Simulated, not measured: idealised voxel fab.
Title: Process Module voxel double patterning
Pictured: cross-section cut, 240 nm wide, on a grid of 5 nm square cells.
Just so we're on the same page, the cross-sections are grids of square cells, and they're listed out in bands top to bottom, each band one or more rows deep.
Top, bottom (nm), then materials left to right with widths (nm); lone material tagged "everywhere" fills the whole band edge to edge; "blank" = empty space.
Heads up on the height convention: 0 is the point under which the incoming wafer is all one material, and the lowest band has no bottom, it just keeps going down, like "z 0 and below".
Think of "30..40" as a width that walks from the first number to the second as you go down the band, top row to bottom row, taking equal-sized steps from row to row.
"nothing was modified" after a step means that no cell of the cross-section changed.
Any empty space of 8 cells or more lacking an open way to the top shows up in "Closed cavity list" as width x height at distance, distance from the left edge, in nm.
Text after the settings on a step's line: the simulator's own remark on that step.
You can add "overlay nm" to a step's line. For a step with a mask, it describes how far the mask lay to the right of its planned position, and a negative number describes a lay to the left.
Intended process steps:
1: RECEIVE [material Si]
2: CONFORMAL_DEP [material SiN] [thk nm 5]
3: DIRECTIONAL_DEP [material SiO2] [thk nm 10]
4: DIRECTIONAL_DEP [material SiCN] [thk nm 10]
5: PATTERN [tone open] [mask id FIRST] [material resist] [width nm 15] [pitch nm 50] [thk nm 15] [overlay nm 0]
6: DIRECTIONAL_ETCH [etch materials SiCN] [depth nm 10]
7: STRIP [etch materials resist]
8: MASKED_ETCH [tone open] [mask id SECOND] [width nm 15] [pitch nm 50] [etch materials SiCN] [depth nm 10] [overlay nm 0]
9: DIRECTIONAL_ETCH [etch materials SiO2] [depth nm 10]
10: STRIP [etch materials SiCN]
So this is the incoming wafer in cross-section - it's already been through step 1:
* z 0 and below  Si everywhere
* Closed cavity list: none
End-of-module cross-section. Starting structure and process plan as above; one mistake made in running it:
* z 25 to 15  SiCN (60), then blank (15), then SiCN (10), then blank (15), then SiCN (10), then blank (15), then SiCN (10), then blank (15), then SiCN (10), then blank (15), then SiCN (65)
* z 15 to 5  SiO2 (60), then blank (15), then SiO2 (10), then blank (15), then SiO2 (10), then blank (15), then SiO2 (10), then blank (15), then SiO2 (10), then blank (15), then SiO2 (65)
* z 5 to 0  SiN everywhere
* z 0 and below  Si everywhere
* Closed cavity list: none
Short version of what went wrong: plan step 10 was not performed, having been skipped
